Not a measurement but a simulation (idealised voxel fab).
The following is a process module called voxel self aligned contacts.
For reference, the cross-section in this document is cut, with width 290 nm and square cells of 5 nm.
Each cross-section below is a grid of square cells, stated as bands in top-down order, with one or more rows of cells making up each band.
Heights first: top, then bottom, in nm. Then materials, left to right, each with a width in nm. "all across" on a single material: fills the band edge to edge. "empty": empty space.
The level at which height equals 0 is the one under which the wafer, as it arrives, is entirely one material. No lower edge exists for the bottom band, which continues downward and is notated as in "0 nm and below".
With a width like "30..40", each row of cells in the band differs from the next by the same amount, the top row carrying the first number and the bottom row the second.
"nothing changed" for a step: no cell of the cross-section changed in that step.
Any empty space of 8 cells or more lacking an open way to the top shows up in "Sealed cavities" as width x height at distance, distance from the left edge, in nm.
Past the settings on a step's line: simulator remark, on that step.
The line of a step may include "overlay nm". On a step with a mask, this value is how far to the right of its planned place the mask lay. A negative value means the mask lay to the left.

Below is the list of planned process steps
1: RECEIVE (material Si)
2: CONFORMAL_DEP (material SiO2; thk nm 5)
3: DIRECTIONAL_DEP (material polySi; thk nm 30)
4: DIRECTIONAL_DEP (material SiN; thk nm 15)
5: DIRECTIONAL_DEP (material aC; thk nm 10)
6: PATTERN (tone cover; mask id GATE; material resist; width nm 35; pitch nm 70; thk nm 25; overlay nm 0)
7: DIRECTIONAL_ETCH (etch materials aC; depth nm 10)
8: STRIP (etch materials resist)
9: DIRECTIONAL_ETCH (etch materials SiN; depth nm 15)
10: DIRECTIONAL_ETCH (etch materials polySi; depth nm 30)
11: STRIP (etch materials aC)
12: CONFORMAL_DEP (material SiN; thk nm 5)
13: DIRECTIONAL_ETCH (etch materials SiN; depth nm 5)
14: FILL_DEP (material SiO2; thk nm 15)
15: CMP (height nm 60)
16: PATTERN (tone open; mask id CONTACT; material resist; width nm 55; thk nm 15; overlay nm -15)
17: DIRECTIONAL_ETCH (etch materials SiO2; depth nm 60)
18: STRIP (etch materials resist)
19: CONFORMAL_DEP (material TiN; thk nm 5)
20: FILL_DEP (material W; thk nm 10)
21: CMP (height nm 60)
22: CONFORMAL_DEP (material SiN; thk nm 5)
Same starting wafers, different overlay nm at step 16. Plan value belongs to the first wafer.

So this is the first of several wafers, cross-sectioned as it came to us, meaning it's at the end of step 1
* 0 nm and below | Si all across
* Sealed cavities: none

Here is the cross-section of the first of several wafers at the end of the module, after its last step, step 22
* 65 nm to 60 nm | SiN all across
* 60 nm to 50 nm | SiO2 (100) / TiN (5..35) / W (45..15) / TiN (5) / SiO2 (135)
* 50 nm to 35 nm | SiO2 (85) / SiN (45) / TiN (5) / W (15) / TiN (5) / SiN (45) / SiO2 (90)
* 35 nm to 5 nm | SiO2 (85) / SiN (5) / polySi (35) / SiN (5) / TiN (5) / W (15) / TiN (5) / SiN (5) / polySi (35) / SiN (5) / SiO2 (90)
* 5 nm to 0 nm | SiO2 (130) / TiN (25) / SiO2 (135)
* 0 nm and below | Si all across
* Sealed cavities: none

Final wafer of several, shown in cross-section at the end of the module
* 65 nm to 60 nm | SiN all across
* 60 nm to 50 nm | SiO2 (130) / TiN (5) / W (45..15) / TiN (5..35) / SiO2 (105)
* 50 nm to 35 nm | SiO2 (85) / SiN (45) / TiN (5) / W (15) / TiN (5) / SiN (45) / SiO2 (90)
* 35 nm to 5 nm | SiO2 (85) / SiN (5) / polySi (35) / SiN (5) / TiN (5) / W (15) / TiN (5) / SiN (5) / polySi (35) / SiN (5) / SiO2 (90)
* 5 nm to 0 nm | SiO2 (130) / TiN (25) / SiO2 (135)
* 0 nm and below | Si all across
* Sealed cavities: none

Heads up, this table goes wafer by wafer. A row tells you, at the end of the module, how many cells of each material that wafer has put on (+) or dropped (-) since it was received, and then its closed voids
overlay nm -15; +136 SiN; +462 SiO2; +33 TiN; +39 W; +84 polySi; Sealed cavities: none
overlay nm -10; +136 SiN; +462 SiO2; +33 TiN; +39 W; +84 polySi; Sealed cavities: none
overlay nm -5; +136 SiN; +462 SiO2; +33 TiN; +39 W; +84 polySi; Sealed cavities: none
overlay nm 0; +136 SiN; +462 SiO2; +33 TiN; +39 W; +84 polySi; Sealed cavities: none
overlay nm 5; +136 SiN; +462 SiO2; +33 TiN; +39 W; +84 polySi; Sealed cavities: none
overlay nm 10; +136 SiN; +462 SiO2; +33 TiN; +39 W; +84 polySi; Sealed cavities: none
overlay nm 15; +136 SiN; +462 SiO2; +33 TiN; +39 W; +84 polySi; Sealed cavities: none
